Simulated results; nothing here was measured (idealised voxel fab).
process module | voxel transistor to metal
cross-section cut | 275 nm wide | cells 5 nm
A cross-section is a grid of square cells, given in bands from the top down. A band is one or more rows of cells.
Each band's line starts with the height of the band's top and of its bottom, in nm. Then come its materials from left to right, each with its width in nm. One material with "throughout" fills the band from edge to edge. "air" is empty space.
Height 0 is the level under which the wafer as received is all one material. The lowest band goes on downwards, as in "0 down".
A width such as "30 to 40" changes by the same amount from each row of cells to the next, from the band's top row to its bottom row.
"no change" after a step means that no cell of the cross-section changed.
closed voids: empty space of 8 cells or more with no open way to the top, each as width x height at its distance from the left edge, in nm
after a step's settings: what the simulator itself notes on the step
overlay nm, on a step with a mask: how far to the right of its planned place the mask lay; to the left if negative
Each pair below shows a cross-section before one step and the cross-section after it, down to the lowest band that changed. The line under each pair gives the step between them, with its settings. The pairs can come from different runs of this module on the same starting wafer, so a pair continues from the pair above only where its "before" says so.
before
  0 down: Si throughout
  closed voids: none
after
  5 to 0: SiO2 throughout
  below 0: unchanged
  closed voids: none
the step between: op CONFORMAL_DEP | material SiO2 | thk nm 5
before: the cross-section after the pair above
after
  15 to 5: SiN throughout
  below 5: unchanged
  closed voids: none
the step between: op CONFORMAL_DEP | material SiN | thk nm 10
before: the cross-section after the pair above
after
  25 to 15: aC throughout
  below 15: unchanged
  closed voids: none
the step between: op DIRECTIONAL_DEP | material aC | thk nm 10
before: the cross-section after the pair above
after
  55 to 25: air 20 | resist 105 | air 20 | resist 105 | air 25
  below 25: unchanged
  closed voids: none
the step between: op PATTERN | tone cover | mask id ACTIVE | material resist | width nm 105 | pitch nm 125 | thk nm 30 | overlay nm 0
before: the cross-section after the pair above
after
  45 to 25: air 20 | resist 105 | air 20 | resist 105 | air 25
  25 to 15: air 20 | aC 105 | air 20 | aC 105 | air 25
  below 15: unchanged
  closed voids: none
the step between: op DIRECTIONAL_ETCH | etch materials aC | depth nm 10
before: the cross-section after the pair above
after
  25 to 15: air 20 | aC 105 | air 20 | aC 105 | air 25
  below 15: unchanged
  closed voids: none
the step between: op STRIP | etch materials resist
before: the cross-section after the pair above
after
  25 to 15: air 20 | aC 105 | air 20 | aC 105 | air 25
  15 to 5: air 20 | SiN 105 | air 20 | SiN 105 | air 25
  below 5: unchanged
  closed voids: none
the step between: op DIRECTIONAL_ETCH | etch materials SiN | depth nm 10
before: the cross-section after the pair above
after
  25 to 15: air 20 | aC 105 | air 20 | aC 105 | air 25
  15 to 5: air 20 | SiN 105 | air 20 | SiN 105 | air 25
  5 to 0: air 20 | SiO2 105 | air 20 | SiO2 105 | air 25
  below 0: unchanged
  closed voids: none
the step between: op DIRECTIONAL_ETCH | etch materials SiO2 | depth nm 5
before: the cross-section after the pair above
after
  25 to 15: air 20 | aC 105 | air 20 | aC 105 | air 25
  15 to 5: air 20 | SiN 105 | air 20 | SiN 105 | air 25
  5 to 0: air 20 | SiO2 105 | air 20 | SiO2 105 | air 25
  0 to -20: air 20 | Si 105 | air 20 | Si 105 | air 25
  below -20: unchanged
  closed voids: none
the step between: op DIRECTIONAL_ETCH | etch materials Si | depth nm 20
before: the cross-section after the pair above
after
  15 to 5: air 20 | SiN 105 | air 20 | SiN 105 | air 25
  below 5: unchanged
  closed voids: none
the step between: op STRIP | etch materials aC
before: the cross-section after the pair above
after
  15 to 5: air 20 | SiN 105 | air 20 | SiN 105 | air 25
  5 to 0: air 20 | SiO2 105 | air 20 | SiO2 105 | air 25
  0 to -20: air 20 | SiO2 5 | Si 95 | SiO2 5 | air 20 | SiO2 5 | Si 95 | SiO2 5 | air 25
  -20 to -25: SiO2 25 | Si 95 | SiO2 30 | Si 95 | SiO2 30
  below -25: unchanged
  closed voids: none
the step between: op OXIDIZE | depth nm 5
before: the cross-section after the pair above
after
  30 to 15: SiO2 throughout
  15 to 5: SiO2 20 | SiN 105 | SiO2 20 | SiN 105 | SiO2 25
  5 to 0: SiO2 throughout
  0 to -25: SiO2 25 | Si 95 | SiO2 30 | Si 95 | SiO2 30
  below -25: unchanged
  closed voids: none
the step between: op FILL_DEP | material SiO2 | thk nm 15
before: the cross-section after the pair above
after
  15 to 5: SiO2 20 | SiN 105 | SiO2 20 | SiN 105 | SiO2 25
  below 5: unchanged
  closed voids: none
the step between: op CMP | height nm 15
before: the cross-section after the pair above
after
  15 to 5: air 20 | SiN 105 | air 20 | SiN 105 | air 25
  below 5: unchanged
  closed voids: none
the step between: op SELECTIVE_ETCH | etch materials SiO2 | depth nm 10
before: the cross-section after the pair above
after
  5 to 0: SiO2 throughout
  below 0: unchanged
  closed voids: none
the step between: op STRIP | etch materials SiN
before: the cross-section after the pair above
after
  0 to -25: SiO2 25 | Si 95 | SiO2 30 | Si 95 | SiO2 30
  below -25: unchanged
  closed voids: none
the step between: op SELECTIVE_ETCH | etch materials SiO2 | depth nm 5
before: the cross-section after the pair above
after
  0 to -5: SiO2 throughout
  below -5: unchanged
  closed voids: none
the step between: op OXIDIZE | depth nm 5
before: the cross-section after the pair above
after
  25 to 0: polySi throughout
  below 0: unchanged
  closed voids: none
the step between: op DIRECTIONAL_DEP | material polySi | thk nm 25
before: the cross-section after the pair above
after
  40 to 25: SiCN throughout
  below 25: unchanged
  closed voids: none
the step between: op DIRECTIONAL_DEP | material SiCN | thk nm 15
before: the cross-section after the pair above
after
  55 to 40: air 60 | resist 25 | air 100 | resist 25 | air 65
  below 40: unchanged
  closed voids: none
the step between: op PATTERN | tone cover | mask id GATE | material resist | width nm 25 | pitch nm 125 | thk nm 15 | overlay nm 0
before: the cross-section after the pair above
after
  55 to 40: air 60 | resist 25 | air 100 | resist 25 | air 65
  40 to 25: air 60 | SiCN 25 | air 100 | SiCN 25 | air 65
  below 25: unchanged
  closed voids: none
the step between: op DIRECTIONAL_ETCH | etch materials SiCN | depth nm 25
before: the cross-section after the pair above
after
  55 to 40: air 60 | resist 25 | air 100 | resist 25 | air 65
  40 to 25: air 60 | SiCN 25 | air 100 | SiCN 25 | air 65
  25 to 0: air 60 | polySi 25 | air 100 | polySi 25 | air 65
  below 0: unchanged
  closed voids: none
the step between: op DIRECTIONAL_ETCH | etch materials polySi | depth nm 35
before: the cross-section after the pair above
after
  40 to 25: air 60 | SiCN 25 | air 100 | SiCN 25 | air 65
  below 25: unchanged
  closed voids: none
the step between: op STRIP | etch materials resist
before: the cross-section after the pair above
after
  45 to 40: air 55 | SiO2 35 | air 90 | SiO2 35 | air 60
  40 to 25: air 55 | SiO2 5 | SiCN 25 | SiO2 5 | air 90 | SiO2 5 | SiCN 25 | SiO2 5 | air 60
  25 to 5: air 55 | SiO2 5 | polySi 25 | SiO2 5 | air 90 | SiO2 5 | polySi 25 | SiO2 5 | air 60
  5 to 0: SiO2 60 | polySi 25 | SiO2 100 | polySi 25 | SiO2 65
  below 0: unchanged
  closed voids: none
the step between: op CONFORMAL_DEP | material SiO2 | thk nm 5
before: the cross-section after the pair above
after
  40 to 25: air 55 | SiO2 5 | SiCN 25 | SiO2 5 | air 90 | SiO2 5 | SiCN 25 | SiO2 5 | air 60
  25 to 0: air 55 | SiO2 5 | polySi 25 | SiO2 5 | air 90 | SiO2 5 | polySi 25 | SiO2 5 | air 60
  below 0: unchanged
  closed voids: none
the step between: op DIRECTIONAL_ETCH | etch materials SiO2 | depth nm 5
before: the cross-section after the pair above
after
  50 to 40: air 45 | SiN 55 | air 70 | SiN 55 | air 50
  40 to 25: air 45 | SiN 10 | SiO2 5 | SiCN 25 | SiO2 5 | SiN 10 | air 70 | SiN 10 | SiO2 5 | SiCN 25 | SiO2 5 | SiN 10 | air 50
  25 to 10: air 45 | SiN 10 | SiO2 5 | polySi 25 | SiO2 5 | SiN 10 | air 70 | SiN 10 | SiO2 5 | polySi 25 | SiO2 5 | SiN 10 | air 50
  10 to 0: SiN 55 | SiO2 5 | polySi 25 | SiO2 5 | SiN 90 | SiO2 5 | polySi 25 | SiO2 5 | SiN 60
  below 0: unchanged
  closed voids: none
the step between: op CONFORMAL_DEP | material SiN | thk nm 10
before: the cross-section after the pair above
after
  40 to 25: air 45 | SiN 10 | SiO2 5 | SiCN 25 | SiO2 5 | SiN 10 | air 70 | SiN 10 | SiO2 5 | SiCN 25 | SiO2 5 | SiN 10 | air 50
  25 to 0: air 45 | SiN 10 | SiO2 5 | polySi 25 | SiO2 5 | SiN 10 | air 70 | SiN 10 | SiO2 5 | polySi 25 | SiO2 5 | SiN 10 | air 50
  below 0: unchanged
  closed voids: none
the step between: op DIRECTIONAL_ETCH | etch materials SiN | depth nm 10
before: the cross-section after the pair above
after
  40 to 35: air 45 | SiN 10 | air 5 | SiCN 25 | air 5 | SiN 10 | air 70 | SiN 10 | air 5 | SiCN 25 | air 5 | SiN 10 | air 50
  35 to 25: air 45 | SiN 10 | SiO2 5 | SiCN 25 | SiO2 5 | SiN 10 | air 70 | SiN 10 | SiO2 5 | SiCN 25 | SiO2 5 | SiN 10 | air 50
  25 to 0: air 45 | SiN 10 | SiO2 5 | polySi 25 | SiO2 5 | SiN 10 | air 70 | SiN 10 | SiO2 5 | polySi 25 | SiO2 5 | SiN 10 | air 50
  0 to -5: air 45 | SiO2 55 | air 70 | SiO2 55 | air 50
  below -5: unchanged
  closed voids: none
the step between: op DIRECTIONAL_ETCH | etch materials SiO2 | depth nm 5
before: the cross-section after the pair above
after
  40 to 35: air 45 | SiN 10 | air 5 | SiCN 25 | air 5 | SiN 10 | air 70 | SiN 10 | air 5 | SiCN 25 | air 5 | SiN 10 | air 50
  35 to 25: air 45 | SiN 10 | SiO2 5 | SiCN 25 | SiO2 5 | SiN 10 | air 70 | SiN 10 | SiO2 5 | SiCN 25 | SiO2 5 | SiN 10 | air 50
  25 to 0: air 45 | SiN 10 | SiO2 5 | polySi 25 | SiO2 5 | SiN 10 | air 70 | SiN 10 | SiO2 5 | polySi 25 | SiO2 5 | SiN 10 | air 50
  0 to -5: air 20 | SiGe 25 | SiO2 55 | SiGe 25 | air 20 | SiGe 25 | SiO2 55 | SiGe 25 | air 25
  below -5: unchanged
  closed voids: none
the step between: op EPI | material SiGe | thk nm 5
before: the cross-section after the pair above
after
  50 to 40: SiO2 throughout
  40 to 25: SiO2 45 | SiN 10 | SiO2 5 | SiCN 25 | SiO2 5 | SiN 10 | SiO2 70 | SiN 10 | SiO2 5 | SiCN 25 | SiO2 5 | SiN 10 | SiO2 50
  25 to 0: SiO2 45 | SiN 10 | SiO2 5 | polySi 25 | SiO2 5 | SiN 10 | SiO2 70 | SiN 10 | SiO2 5 | polySi 25 | SiO2 5 | SiN 10 | SiO2 50
  0 to -5: SiO2 20 | SiGe 25 | SiO2 55 | SiGe 25 | SiO2 20 | SiGe 25 | SiO2 55 | SiGe 25 | SiO2 25
  below -5: unchanged
  closed voids: none
the step between: op FILL_DEP | material SiO2 | thk nm 10
before: the cross-section after the pair above
after
  25 to 0: SiO2 45 | SiN 10 | SiO2 5 | polySi 25 | SiO2 5 | SiN 10 | SiO2 70 | SiN 10 | SiO2 5 | polySi 25 | SiO2 5 | SiN 10 | SiO2 50
  below 0: unchanged
  closed voids: none
the step between: op CMP | height nm 25
before: the cross-section after the pair above
after
  25 to 0: SiO2 45 | SiN 10 | SiO2 5 | air 25 | SiO2 5 | SiN 10 | SiO2 70 | SiN 10 | SiO2 5 | air 25 | SiO2 5 | SiN 10 | SiO2 50
  below 0: unchanged
  closed voids: none
the step between: op STRIP | etch materials polySi
before: the cross-section after the pair above
after
  25 to 20: air 45 | SiN 10 | air 35 | SiN 10 | air 70 | SiN 10 | air 35 | SiN 10 | air 50
  20 to 0: SiO2 45 | SiN 10 | air 35 | SiN 10 | SiO2 70 | SiN 10 | air 35 | SiN 10 | SiO2 50
  0 to -5: SiO2 20 | SiGe 25 | SiO2 10 | air 35 | SiO2 10 | SiGe 25 | SiO2 20 | SiGe 25 | SiO2 10 | air 35 | SiO2 10 | SiGe 25 | SiO2 25
  below -5: unchanged
  closed voids: none
the step between: op SELECTIVE_ETCH | etch materials SiO2 | depth nm 5
before: the cross-section after the pair above
after
  30 to 25: air 40 | HfO2 20 | air 25 | HfO2 20 | air 60 | HfO2 20 | air 25 | HfO2 20 | air 45
  25 to 20: HfO2 45 | SiN 10 | HfO2 5 | air 25 | HfO2 5 | SiN 10 | HfO2 70 | SiN 10 | HfO2 5 | air 25 | HfO2 5 | SiN 10 | HfO2 50
  20 to 0: SiO2 45 | SiN 10 | HfO2 5 | air 25 | HfO2 5 | SiN 10 | SiO2 70 | SiN 10 | HfO2 5 | air 25 | HfO2 5 | SiN 10 | SiO2 50
  0 to -5: SiO2 20 | SiGe 25 | SiO2 10 | HfO2 35 | SiO2 10 | SiGe 25 | SiO2 20 | SiGe 25 | SiO2 10 | HfO2 35 | SiO2 10 | SiGe 25 | SiO2 25
  below -5: unchanged
  closed voids: none
the step between: op CONFORMAL_DEP | material HfO2 | thk nm 5
before: the cross-section after the pair above
after
  35 to 30: air 35 | TiN 30 | air 15 | TiN 30 | air 50 | TiN 30 | air 15 | TiN 30 | air 40
  30 to 25: TiN 40 | HfO2 20 | TiN 5 | air 15 | TiN 5 | HfO2 20 | TiN 60 | HfO2 20 | TiN 5 | air 15 | TiN 5 | HfO2 20 | TiN 45
  25 to 20: HfO2 45 | SiN 10 | HfO2 5 | TiN 5 | air 15 | TiN 5 | HfO2 5 | SiN 10 | HfO2 70 | SiN 10 | HfO2 5 | TiN 5 | air 15 | TiN 5 | HfO2 5 | SiN 10 | HfO2 50
  20 to 5: SiO2 45 | SiN 10 | HfO2 5 | TiN 5 | air 15 | TiN 5 | HfO2 5 | SiN 10 | SiO2 70 | SiN 10 | HfO2 5 | TiN 5 | air 15 | TiN 5 | HfO2 5 | SiN 10 | SiO2 50
  5 to 0: SiO2 45 | SiN 10 | HfO2 5 | TiN 25 | HfO2 5 | SiN 10 | SiO2 70 | SiN 10 | HfO2 5 | TiN 25 | HfO2 5 | SiN 10 | SiO2 50
  below 0: unchanged
  closed voids: none
the step between: op CONFORMAL_DEP | material TiN | thk nm 5
before: the cross-section after the pair above
after
  40 to 35: W throughout
  35 to 30: W 35 | TiN 30 | W 15 | TiN 30 | W 50 | TiN 30 | W 15 | TiN 30 | W 40
  30 to 25: TiN 40 | HfO2 20 | TiN 5 | W 15 | TiN 5 | HfO2 20 | TiN 60 | HfO2 20 | TiN 5 | W 15 | TiN 5 | HfO2 20 | TiN 45
  25 to 20: HfO2 45 | SiN 10 | HfO2 5 | TiN 5 | W 15 | TiN 5 | HfO2 5 | SiN 10 | HfO2 70 | SiN 10 | HfO2 5 | TiN 5 | W 15 | TiN 5 | HfO2 5 | SiN 10 | HfO2 50
  20 to 5: SiO2 45 | SiN 10 | HfO2 5 | TiN 5 | W 15 | TiN 5 | HfO2 5 | SiN 10 | SiO2 70 | SiN 10 | HfO2 5 | TiN 5 | W 15 | TiN 5 | HfO2 5 | SiN 10 | SiO2 50
  below 5: unchanged
  closed voids: none
the step between: op FILL_DEP | material W | thk nm 5
before: the cross-section after the pair above
after
  20 to 5: SiO2 45 | SiN 10 | HfO2 5 | TiN 5 | W 15 | TiN 5 | HfO2 5 | SiN 10 | SiO2 70 | SiN 10 | HfO2 5 | TiN 5 | W 15 | TiN 5 | HfO2 5 | SiN 10 | SiO2 50
  below 5: unchanged
  closed voids: none
the step between: op CMP | height nm 20
before: the cross-section after the pair above
after
  30 to 20: SiO2 throughout
  below 20: unchanged
  closed voids: none
the step between: op DIRECTIONAL_DEP | material SiO2 | thk nm 10
before: the cross-section after the pair above
after
  30 to 20: SiO2 25 | air 15 | SiO2 65 | air 15 | SiO2 30 | air 15 | SiO2 65 | air 15 | SiO2 30
  20 to 5: SiO2 25 | air 15 | SiO2 5 | SiN 10 | HfO2 5 | TiN 5 | W 15 | TiN 5 | HfO2 5 | SiN 10 | SiO2 5 | air 15 | SiO2 30 | air 15 | SiO2 5 | SiN 10 | HfO2 5 | TiN 5 | W 15 | TiN 5 | HfO2 5 | SiN 10 | SiO2 5 | air 15 | SiO2 30
  5 to 0: SiO2 25 | air 15 | SiO2 5 | SiN 10 | HfO2 5 | TiN 25 | HfO2 5 | SiN 10 | SiO2 5 | air 15 | SiO2 30 | air 15 | SiO2 5 | SiN 10 | HfO2 5 | TiN 25 | HfO2 5 | SiN 10 | SiO2 5 | air 15 | SiO2 30
  below 0: unchanged
  closed voids: none
the step between: op MASKED_ETCH | tone open | mask id CONTACT | width nm 15 | etch materials SiO2 | depth nm 30 | overlay nm 0
before: the cross-section after the pair above
after
  35 to 30: TiN 30 | air 5 | TiN 75 | air 5 | TiN 40 | air 5 | TiN 75 | air 5 | TiN 35
  30 to 20: SiO2 25 | TiN 5 | air 5 | TiN 5 | SiO2 65 | TiN 5 | air 5 | TiN 5 | SiO2 30 | TiN 5 | air 5 | TiN 5 | SiO2 65 | TiN 5 | air 5 | TiN 5 | SiO2 30
  20 to 5: SiO2 25 | TiN 5 | air 5 | TiN 5 | SiO2 5 | SiN 10 | HfO2 5 | TiN 5 | W 15 | TiN 5 | HfO2 5 | SiN 10 | SiO2 5 | TiN 5 | air 5 | TiN 5 | SiO2 30 | TiN 5 | air 5 | TiN 5 | SiO2 5 | SiN 10 | HfO2 5 | TiN 5 | W 15 | TiN 5 | HfO2 5 | SiN 10 | SiO2 5 | TiN 5 | air 5 | TiN 5 | SiO2 30
  5 to 0: SiO2 25 | TiN 15 | SiO2 5 | SiN 10 | HfO2 5 | TiN 25 | HfO2 5 | SiN 10 | SiO2 5 | TiN 15 | SiO2 30 | TiN 15 | SiO2 5 | SiN 10 | HfO2 5 | TiN 25 | HfO2 5 | SiN 10 | SiO2 5 | TiN 15 | SiO2 30
  below 0: unchanged
  closed voids: none
the step between: op CONFORMAL_DEP | material TiN | thk nm 5
before: the cross-section after the pair above
after
  40 to 35: Ru throughout
  35 to 30: TiN 30 | Ru 5 | TiN 75 | Ru 5 | TiN 40 | Ru 5 | TiN 75 | Ru 5 | TiN 35
  30 to 20: SiO2 25 | TiN 5 | Ru 5 | TiN 5 | SiO2 65 | TiN 5 | Ru 5 | TiN 5 | SiO2 30 | TiN 5 | Ru 5 | TiN 5 | SiO2 65 | TiN 5 | Ru 5 | TiN 5 | SiO2 30
  20 to 5: SiO2 25 | TiN 5 | Ru 5 | TiN 5 | SiO2 5 | SiN 10 | HfO2 5 | TiN 5 | W 15 | TiN 5 | HfO2 5 | SiN 10 | SiO2 5 | TiN 5 | Ru 5 | TiN 5 | SiO2 30 | TiN 5 | Ru 5 | TiN 5 | SiO2 5 | SiN 10 | HfO2 5 | TiN 5 | W 15 | TiN 5 | HfO2 5 | SiN 10 | SiO2 5 | TiN 5 | Ru 5 | TiN 5 | SiO2 30
  below 5: unchanged
  closed voids: none
the step between: op FILL_DEP | material Ru | thk nm 5
before: the cross-section after the pair above
after
  30 to 20: SiO2 25 | TiN 5 | Ru 5 | TiN 5 | SiO2 65 | TiN 5 | Ru 5 | TiN 5 | SiO2 30 | TiN 5 | Ru 5 | TiN 5 | SiO2 65 | TiN 5 | Ru 5 | TiN 5 | SiO2 30
  below 20: unchanged
  closed voids: none
the step between: op CMP | height nm 30
before: the cross-section after the pair above
after
  35 to 30: TiN throughout
  below 30: unchanged
  closed voids: none
the step between: op DIRECTIONAL_DEP | material TiN | thk nm 5
before: the cross-section after the pair above
after
  60 to 35: Ru throughout
  below 35: unchanged
  closed voids: none
the step between: op DIRECTIONAL_DEP | material Ru | thk nm 25
before: the cross-section after the pair above
after
  80 to 60: air 25 | resist 15 | air 65 | resist 15 | air 30 | resist 15 | air 65 | resist 15 | air 30
  below 60: unchanged
  closed voids: none
the step between: op PATTERN | tone cover | mask id METAL_1 | material resist | width nm 15 | thk nm 20 | overlay nm 0
before: the cross-section after the pair above
after
  80 to 60: air 25 | resist 15 | air 65 | resist 15 | air 30 | resist 15 | air 65 | resist 15 | air 30
  60 to 35: air 25 | Ru 15 | air 65 | Ru 15 | air 30 | Ru 15 | air 65 | Ru 15 | air 30
  below 35: unchanged
  closed voids: none
the step between: op DIRECTIONAL_ETCH | etch materials Ru | depth nm 25
before: the cross-section after the pair above
after
  80 to 60: air 25 | resist 15 | air 65 | resist 15 | air 30 | resist 15 | air 65 | resist 15 | air 30
  60 to 35: air 25 | Ru 15 | air 65 | Ru 15 | air 30 | Ru 15 | air 65 | Ru 15 | air 30
  35 to 30: air 25 | TiN 15 | air 65 | TiN 15 | air 30 | TiN 15 | air 65 | TiN 15 | air 30
  below 30: unchanged
  closed voids: none
the step between: op DIRECTIONAL_ETCH | etch materials TiN | depth nm 5
before: the cross-section after the pair above
after
  60 to 35: air 25 | Ru 15 | air 65 | Ru 15 | air 30 | Ru 15 | air 65 | Ru 15 | air 30
  below 35: unchanged
  closed voids: none
the step between: op STRIP | etch materials resist
before: the cross-section after the pair above
after
  65 to 60: lowk throughout
  60 to 35: lowk 25 | Ru 15 | lowk 65 | Ru 15 | lowk 30 | Ru 15 | lowk 65 | Ru 15 | lowk 30
  35 to 30: lowk 25 | TiN 15 | lowk 65 | TiN 15 | lowk 30 | TiN 15 | lowk 65 | TiN 15 | lowk 30
  below 30: unchanged
  closed voids: none
the step between: op FILL_DEP | material lowk | thk nm 5
before: the cross-section after the pair above
after
  60 to 35: lowk 25 | Ru 15 | lowk 65 | Ru 15 | lowk 30 | Ru 15 | lowk 65 | Ru 15 | lowk 30
  below 35: unchanged
  closed voids: none
the step between: op CMP | height nm 60
before: the cross-section after the pair above
after
  65 to 60: SiN throughout
  below 60: unchanged
  closed voids: none
the step between: op CONFORMAL_DEP | material SiN | thk nm 5
before
  0 to -5: SiO2 throughout
  -5 to -25: SiO2 25 | Si 95 | SiO2 30 | Si 95 | SiO2 30
  -25 down: Si throughout
  closed voids: none
after
  15 to 0: SiCN throughout
  below 0: unchanged
  closed voids: none
the step between: op DIRECTIONAL_DEP | material SiCN | thk nm 15
before: the cross-section after the pair above
after
  30 to 15: air 60 | resist 25 | air 100 | resist 25 | air 65
  below 15: unchanged
  closed voids: none
the step between: op PATTERN | tone cover | mask id GATE | material resist | width nm 25 | pitch nm 125 | thk nm 15 | overlay nm 0
before: the cross-section after the pair above
after
  30 to 15: air 60 | resist 25 | air 100 | resist 25 | air 65
  15 to 0: air 60 | SiCN 25 | air 100 | SiCN 25 | air 65
  below 0: unchanged
  closed voids: none
the step between: op DIRECTIONAL_ETCH | etch materials SiCN | depth nm 25
before: the cross-section after the pair above
after
  15 to 0: air 60 | SiCN 25 | air 100 | SiCN 25 | air 65
  below 0: unchanged
  closed voids: none
the step between: op STRIP | etch materials resist
before: the cross-section after the pair above
after
  20 to 15: air 55 | SiO2 35 | air 90 | SiO2 35 | air 60
  15 to 5: air 55 | SiO2 5 | SiCN 25 | SiO2 5 | air 90 | SiO2 5 | SiCN 25 | SiO2 5 | air 60
  5 to 0: SiO2 60 | SiCN 25 | SiO2 100 | SiCN 25 | SiO2 65
  below 0: unchanged
  closed voids: none
the step between: op CONFORMAL_DEP | material SiO2 | thk nm 5
before: the cross-section after the pair above
after
  15 to 0: air 55 | SiO2 5 | SiCN 25 | SiO2 5 | air 90 | SiO2 5 | SiCN 25 | SiO2 5 | air 60
  below 0: unchanged
  closed voids: none
the step between: op DIRECTIONAL_ETCH | etch materials SiO2 | depth nm 5
before: the cross-section after the pair above
after
  25 to 15: air 45 | SiN 55 | air 70 | SiN 55 | air 50
  15 to 10: air 45 | SiN 10 | SiO2 5 | SiCN 25 | SiO2 5 | SiN 10 | air 70 | SiN 10 | SiO2 5 | SiCN 25 | SiO2 5 | SiN 10 | air 50
  10 to 0: SiN 55 | SiO2 5 | SiCN 25 | SiO2 5 | SiN 90 | SiO2 5 | SiCN 25 | SiO2 5 | SiN 60
  below 0: unchanged
  closed voids: none
the step between: op CONFORMAL_DEP | material SiN | thk nm 10
before: the cross-section after the pair above
after
  15 to 0: air 45 | SiN 10 | SiO2 5 | SiCN 25 | SiO2 5 | SiN 10 | air 70 | SiN 10 | SiO2 5 | SiCN 25 | SiO2 5 | SiN 10 | air 50
  below 0: unchanged
  closed voids: none
the step between: op DIRECTIONAL_ETCH | etch materials SiN | depth nm 10
before: the cross-section after the pair above
after
  15 to 10: air 45 | SiN 10 | air 5 | SiCN 25 | air 5 | SiN 10 | air 70 | SiN 10 | air 5 | SiCN 25 | air 5 | SiN 10 | air 50
  10 to 0: air 45 | SiN 10 | SiO2 5 | SiCN 25 | SiO2 5 | SiN 10 | air 70 | SiN 10 | SiO2 5 | SiCN 25 | SiO2 5 | SiN 10 | air 50
  0 to -5: air 45 | SiO2 55 | air 70 | SiO2 55 | air 50
  below -5: unchanged
  closed voids: none
the step between: op DIRECTIONAL_ETCH | etch materials SiO2 | depth nm 5
before: the cross-section after the pair above
after
  15 to 10: air 45 | SiN 10 | air 5 | SiCN 25 | air 5 | SiN 10 | air 70 | SiN 10 | air 5 | SiCN 25 | air 5 | SiN 10 | air 50
  10 to 0: air 45 | SiN 10 | SiO2 5 | SiCN 25 | SiO2 5 | SiN 10 | air 70 | SiN 10 | SiO2 5 | SiCN 25 | SiO2 5 | SiN 10 | air 50
  0 to -5: air 20 | SiGe 25 | SiO2 55 | SiGe 25 | air 20 | SiGe 25 | SiO2 55 | SiGe 25 | air 25
  below -5: unchanged
  closed voids: none
the step between: op EPI | material SiGe | thk nm 5
before: the cross-section after the pair above
after
  25 to 15: SiO2 throughout
  15 to 0: SiO2 45 | SiN 10 | SiO2 5 | SiCN 25 | SiO2 5 | SiN 10 | SiO2 70 | SiN 10 | SiO2 5 | SiCN 25 | SiO2 5 | SiN 10 | SiO2 50
  0 to -5: SiO2 20 | SiGe 25 | SiO2 55 | SiGe 25 | SiO2 20 | SiGe 25 | SiO2 55 | SiGe 25 | SiO2 25
  below -5: unchanged
  closed voids: none
the step between: op FILL_DEP | material SiO2 | thk nm 10
before: the cross-section after the pair above
after
  20 to 15: SiO2 throughout
  below 15: unchanged
  closed voids: none
the step between: op SELECTIVE_ETCH | etch materials SiO2 | depth nm 5
before: the cross-section after the pair above
after
  25 to 20: HfO2 throughout
  below 20: unchanged
  closed voids: none
the step between: op CONFORMAL_DEP | material HfO2 | thk nm 5
before: the cross-section after the pair above
after
  30 to 25: TiN throughout
  below 25: unchanged
  closed voids: none
the step between: op CONFORMAL_DEP | material TiN | thk nm 5
before: the cross-section after the pair above
after
  35 to 30: W throughout
  below 30: unchanged
  closed voids: none
the step between: op FILL_DEP | material W | thk nm 5
before: the cross-section after the pair above
after
  20 to 15: SiO2 throughout
  below 15: unchanged
  closed voids: none
the step between: op CMP | height nm 20
before: the cross-section after the pair above
after
  30 to 15: SiO2 throughout
  below 15: unchanged
  closed voids: none
the step between: op DIRECTIONAL_DEP | material SiO2 | thk nm 10
before: the cross-section after the pair above
after
  30 to 15: SiO2 25 | air 15 | SiO2 65 | air 15 | SiO2 30 | air 15 | SiO2 65 | air 15 | SiO2 30
  15 to 0: SiO2 25 | air 15 | SiO2 5 | SiN 10 | SiO2 5 | SiCN 25 | SiO2 5 | SiN 10 | SiO2 5 | air 15 | SiO2 30 | air 15 | SiO2 5 | SiN 10 | SiO2 5 | SiCN 25 | SiO2 5 | SiN 10 | SiO2 5 | air 15 | SiO2 30
  below 0: unchanged
  closed voids: none
the step between: op MASKED_ETCH | tone open | mask id CONTACT | width nm 15 | etch materials SiO2 | depth nm 30 | overlay nm 0
before: the cross-section after the pair above
after
  35 to 30: TiN 30 | air 5 | TiN 75 | air 5 | TiN 40 | air 5 | TiN 75 | air 5 | TiN 35
  30 to 15: SiO2 25 | TiN 5 | air 5 | TiN 5 | SiO2 65 | TiN 5 | air 5 | TiN 5 | SiO2 30 | TiN 5 | air 5 | TiN 5 | SiO2 65 | TiN 5 | air 5 | TiN 5 | SiO2 30
  15 to 5: SiO2 25 | TiN 5 | air 5 | TiN 5 | SiO2 5 | SiN 10 | SiO2 5 | SiCN 25 | SiO2 5 | SiN 10 | SiO2 5 | TiN 5 | air 5 | TiN 5 | SiO2 30 | TiN 5 | air 5 | TiN 5 | SiO2 5 | SiN 10 | SiO2 5 | SiCN 25 | SiO2 5 | SiN 10 | SiO2 5 | TiN 5 | air 5 | TiN 5 | SiO2 30
  5 to 0: SiO2 25 | TiN 15 | SiO2 5 | SiN 10 | SiO2 5 | SiCN 25 | SiO2 5 | SiN 10 | SiO2 5 | TiN 15 | SiO2 30 | TiN 15 | SiO2 5 | SiN 10 | SiO2 5 | SiCN 25 | SiO2 5 | SiN 10 | SiO2 5 | TiN 15 | SiO2 30
  below 0: unchanged
  closed voids: none
the step between: op CONFORMAL_DEP | material TiN | thk nm 5
before: the cross-section after the pair above
after
  40 to 35: Ru throughout
  35 to 30: TiN 30 | Ru 5 | TiN 75 | Ru 5 | TiN 40 | Ru 5 | TiN 75 | Ru 5 | TiN 35
  30 to 15: SiO2 25 | TiN 5 | Ru 5 | TiN 5 | SiO2 65 | TiN 5 | Ru 5 | TiN 5 | SiO2 30 | TiN 5 | Ru 5 | TiN 5 | SiO2 65 | TiN 5 | Ru 5 | TiN 5 | SiO2 30
  15 to 5: SiO2 25 | TiN 5 | Ru 5 | TiN 5 | SiO2 5 | SiN 10 | SiO2 5 | SiCN 25 | SiO2 5 | SiN 10 | SiO2 5 | TiN 5 | Ru 5 | TiN 5 | SiO2 30 | TiN 5 | Ru 5 | TiN 5 | SiO2 5 | SiN 10 | SiO2 5 | SiCN 25 | SiO2 5 | SiN 10 | SiO2 5 | TiN 5 | Ru 5 | TiN 5 | SiO2 30
  below 5: unchanged
  closed voids: none
the step between: op FILL_DEP | material Ru | thk nm 5
before: the cross-section after the pair above
after
  30 to 15: SiO2 25 | TiN 5 | Ru 5 | TiN 5 | SiO2 65 | TiN 5 | Ru 5 | TiN 5 | SiO2 30 | TiN 5 | Ru 5 | TiN 5 | SiO2 65 | TiN 5 | Ru 5 | TiN 5 | SiO2 30
  below 15: unchanged
  closed voids: none
the step between: op CMP | height nm 30
before: the cross-section after the pair above
after
  35 to 30: TiN throughout
  below 30: unchanged
  closed voids: none
the step between: op DIRECTIONAL_DEP | material TiN | thk nm 5
before: the cross-section after the pair above
after
  60 to 35: Ru throughout
  below 35: unchanged
  closed voids: none
the step between: op DIRECTIONAL_DEP | material Ru | thk nm 25
